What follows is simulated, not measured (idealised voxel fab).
Process module in this document: voxel wiring stack
Cross-section cut spans 175 nm and uses square cells 5 nm in size.
Cross-section format: a grid of square cells, given as bands from top to bottom; each band is one or more rows of cells.
Within each band entry, the heights of the top and of the bottom of the band appear first, in that order and in nm; the materials of the band then follow from left to right, each with its corresponding width in nm. The designation "all across" on a single material indicates that it fills the band from edge to edge; the designation "empty" indicates empty space.
For the purposes of this specification, 0 denotes the height below which the wafer in its as-received condition is composed wholly of one material, and the lowermost band, lacking a lower limit, extends downward without end, as expressed in "0 and below".
Width: "30->40" (first number = top row, second number = bottom row, same change from row to row of cells).
It should be understood that the words "no modification", when stated for a given step, signify that the cross-section underwent no change in any of its cells during that step.
Basically, "Sealed internal voids" tells you about the enclosed voids: empty spaces with no open way to the top, 8 cells or bigger, each written width x height at distance, where distance is from the left edge, all in nm.
It should be noted that, on the line of a given step, the content following the step's settings is a remark produced by the simulator itself with respect to that step.
overlay nm: how far to the right of its planned place the mask lay on this masked step (negative: to the left).
From here on the document is pairs. In a pair, the cross-section before one process step comes with the cross-section after it, and the latter goes no deeper than the lowest band that changed. What lies in between, the step and its settings, is written under the pair. A pair may be from a different run of this module on the same starting wafer than the pair above it, so it continues from that pair only where its entry headed "Preceding state" says so.
Preceding state
60 down to 45  resist: 45, then empty: 25, then resist: 30, then empty: 25, then resist: 50
45 down to 35  aC: 45, then empty: 25, then aC: 30, then empty: 25, then aC: 50
35 down to 20  W all across
20 down to 15  TiN all across
15 down to 0  SiO2 all across
0 and below  Si all across
Sealed internal voids: none
Post-Process Section
45 down to 35  aC: 45, then empty: 25, then aC: 30, then empty: 25, then aC: 50
Below 35, the layers are the same as they were.
Sealed internal voids: none
Intermediate step for the cross-sections above: STRIP (etch materials resist)
Preceding state: this step begins from the cross-section that the pair just above shows after its step.
Post-Process Section
45 down to 35  aC: 45, then empty: 25, then aC: 30, then empty: 25, then aC: 50
35 down to 20  W: 45, then empty: 25, then W: 30, then empty: 25, then W: 50
Below 20, the layers are the same as they were.
Sealed internal voids: none
Intermediate step for the cross-sections above: DIRECTIONAL_ETCH (etch materials W; depth nm 15)
Preceding state: this step begins from the cross-section that the pair just above shows after its step.
Post-Process Section
45 down to 35  aC: 45, then empty: 25, then aC: 30, then empty: 25, then aC: 50
35 down to 20  W: 45, then empty: 25, then W: 30, then empty: 25, then W: 50
20 down to 15  TiN: 45, then empty: 25, then TiN: 30, then empty: 25, then TiN: 50
Below 15, the layers are the same as they were.
Sealed internal voids: none
Intermediate step for the cross-sections above: DIRECTIONAL_ETCH (etch materials TiN; depth nm 5)
Preceding state: this step begins from the cross-section that the pair just above shows after its step.
Post-Process Section
35 down to 20  W: 45, then empty: 25, then W: 30, then empty: 25, then W: 50
Below 20, the layers are the same as they were.
Sealed internal voids: none
Intermediate step for the cross-sections above: STRIP (etch materials aC)
Preceding state: this step begins from the cross-section that the pair just above shows after its step.
Post-Process Section
40 down to 35  SiCN: 50, then empty: 15, then SiCN: 40, then empty: 15, then SiCN: 55
35 down to 20  W: 45, then SiCN: 5, then empty: 15, then SiCN: 5, then W: 30, then SiCN: 5, then empty: 15, then SiCN: 5, then W: 50
20 down to 15  TiN: 45, then SiCN: 25, then TiN: 30, then SiCN: 25, then TiN: 50
Below 15, the layers are the same as they were.
Sealed internal voids: none
Intermediate step for the cross-sections above: CONFORMAL_DEP (material SiCN; thk nm 5)
Preceding state: this step begins from the cross-section that the pair just above shows after its step.
Post-Process Section
45 down to 40  SiO2 all across
40 down to 35  SiCN: 50, then SiO2: 15, then SiCN: 40, then SiO2: 15, then SiCN: 55
35 down to 20  W: 45, then SiCN: 5, then SiO2: 15, then SiCN: 5, then W: 30, then SiCN: 5, then SiO2: 15, then SiCN: 5, then W: 50
Below 20, the layers are the same as they were.
Sealed internal voids: none
Intermediate step for the cross-sections above: FILL_DEP (material SiO2; thk nm 5)
Preceding state: this step begins from the cross-section that the pair just above shows after its step.
Post-Process Section
35 down to 20  W: 45, then SiCN: 5, then SiO2: 15, then SiCN: 5, then W: 30, then SiCN: 5, then SiO2: 15, then SiCN: 5, then W: 50
Below 20, the layers are the same as they were.
Sealed internal voids: none
Intermediate step for the cross-sections above: CMP (height nm 35)
Preceding state: this step begins from the cross-section that the pair just above shows after its step.
Post-Process Section
40 down to 35  SiCN all across
Below 35, the layers are the same as they were.
Sealed internal voids: none
Intermediate step for the cross-sections above: CONFORMAL_DEP (material SiCN; thk nm 5)
Preceding state: this step begins from the cross-section that the pair just above shows after its step.
Post-Process Section
70 down to 40  lowk all across
Below 40, the layers are the same as they were.
Sealed internal voids: none
Intermediate step for the cross-sections above: DIRECTIONAL_DEP (material lowk; thk nm 30)
Preceding state: this step begins from the cross-section that the pair just above shows after its step.
Post-Process Section
70 down to 40  lowk: 45, then empty: 15, then lowk: 115
Below 40, the layers are the same as they were.
Sealed internal voids: none
Intermediate step for the cross-sections above: MASKED_ETCH (tone open; mask id METAL_2_HOLES; width nm 15; etch materials lowk; depth nm 30; overlay nm 0)
Preceding state: this step begins from the cross-section that the pair just above shows after its step.
Post-Process Section
70 down to 50  lowk: 45, then empty: 25, then lowk: 30, then empty: 25, then lowk: 50
Below 50, the layers are the same as they were.
Sealed internal voids: none
Intermediate step for the cross-sections above: MASKED_ETCH (tone open; mask id METAL_2; width nm 25; pitch nm 55; etch materials lowk; depth nm 20; overlay nm 0)
Preceding state: this step begins from the cross-section that the pair just above shows after its step.
Post-Process Section
70 down to 50  lowk: 45, then empty: 25, then lowk: 30, then empty: 25, then lowk: 50
50 down to 40  lowk: 45, then empty: 15, then lowk: 115
40 down to 35  SiCN: 45, then empty: 15, then SiCN: 115
Below 35, the layers are the same as they were.
Sealed internal voids: none
Intermediate step for the cross-sections above: MASKED_ETCH (tone open; mask id METAL_2; width nm 25; pitch nm 55; etch materials SiCN; depth nm 5; overlay nm 0)
Preceding state: this step begins from the cross-section that the pair just above shows after its step.
Post-Process Section
75 down to 70  TiN: 50, then empty: 15, then TiN: 40, then empty: 15, then TiN: 55
70 down to 55  lowk: 45, then TiN: 5, then empty: 15, then TiN: 5, then lowk: 30, then TiN: 5, then empty: 15, then TiN: 5, then lowk: 50
55 down to 50  lowk: 45, then TiN: 5, then empty: 5, then TiN: 15, then lowk: 30, then TiN: 25, then lowk: 50
50 down to 40  lowk: 45, then TiN: 5, then empty: 5, then TiN: 5, then lowk: 115
40 down to 35  SiCN: 45, then TiN: 15, then SiCN: 115
Below 35, the layers are the same as they were.
Sealed internal voids: none
Intermediate step for the cross-sections above: CONFORMAL_DEP (material TiN; thk nm 5)
Preceding state: this step begins from the cross-section that the pair just above shows after its step.
Post-Process Section
85 down to 75  Cu all across
75 down to 70  TiN: 50, then Cu: 15, then TiN: 40, then Cu: 15, then TiN: 55
70 down to 55  lowk: 45, then TiN: 5, then Cu: 15, then TiN: 5, then lowk: 30, then TiN: 5, then Cu: 15, then TiN: 5, then lowk: 50
55 down to 50  lowk: 45, then TiN: 5, then Cu: 5, then TiN: 15, then lowk: 30, then TiN: 25, then lowk: 50
50 down to 40  lowk: 45, then TiN: 5, then Cu: 5, then TiN: 5, then lowk: 115
Below 40, the layers are the same as they were.
Sealed internal voids: none
Intermediate step for the cross-sections above: FILL_DEP (material Cu; thk nm 10)
Preceding state: this step begins from the cross-section that the pair just above shows after its step.
Post-Process Section
70 down to 55  lowk: 45, then TiN: 5, then Cu: 15, then TiN: 5, then lowk: 30, then TiN: 5, then Cu: 15, then TiN: 5, then lowk: 50
Below 55, the layers are the same as they were.
Sealed internal voids: none
Intermediate step for the cross-sections above: CMP (height nm 70)
Preceding state: this step begins from the cross-section that the pair just above shows after its step.
Post-Process Section
75 down to 70  SiN all across
Below 70, the layers are the same as they were.
Sealed internal voids: none
Intermediate step for the cross-sections above: CONFORMAL_DEP (material SiN; thk nm 5)
